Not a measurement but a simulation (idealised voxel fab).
Process module in this document: voxel released beams
The width of the displayed cross-section, cut, is 210 nm; its cells are square, with a size of 5 nm.
Format of a cross-section: grid, square cells. Given as bands. Order: top down. Band: one or more rows of cells.
Each band's line starts with the height of the band's top and of its bottom, in nm. Then come its materials from left to right, each with its width in nm. One material with "throughout" fills the band from edge to edge. "blank" is empty space.
A quick word on heights: they are counted from 0, and under that level the wafer as it came to us is one material throughout. The lowest band is different from the rest in having no bottom; it simply continues downward, written as in "0..down".
A width given as "30 to 40" starts at the first number in the band's top row and ends at the second number in its bottom row, shifting by an equal amount at every step from row to row.
Key: "remains unaltered" - step with no changed cell in the cross-section.
So "Sealed void listing" is basically the list of trapped voids: any empty space of 8 cells or more that can't reach the top through an opening. They're written width x height at distance, the distance being from the left edge, and it's all nm.
On each step's line, the part that comes after the settings is the simulator's own comment on the step.
On any step carrying a mask, the "overlay nm" setting, if present on the step's line, tells how far right of its planned place the mask lay; negative values point to the left.
-- List of planned process steps
1) RECEIVE (material Si)
2) CONFORMAL_DEP (material Al2O3; thk nm 5)
3) DIRECTIONAL_DEP (material SiO2; thk nm 15)
4) DIRECTIONAL_DEP (material aC; thk nm 15)
5) PATTERN (tone open; mask id ANCHOR; material resist; width nm 30; thk nm 30; overlay nm 0)
6) DIRECTIONAL_ETCH (etch materials aC; depth nm 15)
7) STRIP (etch materials resist)
8) DIRECTIONAL_ETCH (etch materials SiO2; depth nm 15)
9) STRIP (etch materials aC)
10) CONFORMAL_DEP (material SiN; thk nm 10)
11) MASKED_ETCH (tone cover; mask id BEAM; width nm 90; etch materials SiN; depth nm 10; overlay nm 0)
12) STRIP (etch materials SiO2)
-- Cross-section of the wafer upon arrival, representing the state reached after step 1
0..down  Si throughout
Sealed void listing: none
-- Cross-sectional view of the first of the two wafers upon completion of the module, processed in accordance with the plan
30..20  blank 55, SiN 15, blank 10, SiN 65, blank 65
20..15  blank 60, SiN 10, blank 10, SiN 10, blank 120
15..5  blank 60, SiN 30, blank 120
5..0  Al2O3 throughout
0..down  Si throughout
Sealed void listing: none
-- Wafer two (of two), end-of-module cross-section: start = wafer one, plan = wafer one, one run mistake
20..5  blank 60, SiN 10, blank 10, SiN 10, blank 120
5..0  Al2O3 throughout
0..down  Si throughout
Sealed void listing: none
Misprocessing identified: step 11 deviated from plan and actually ran as MASKED_ETCH (tone open; mask id BEAM; width nm 90; etch materials SiN; depth nm 10; overlay nm 0)
Final comparison by cell count, materials where the second wafer has more or fewer than the first: SiN: 36 fewer
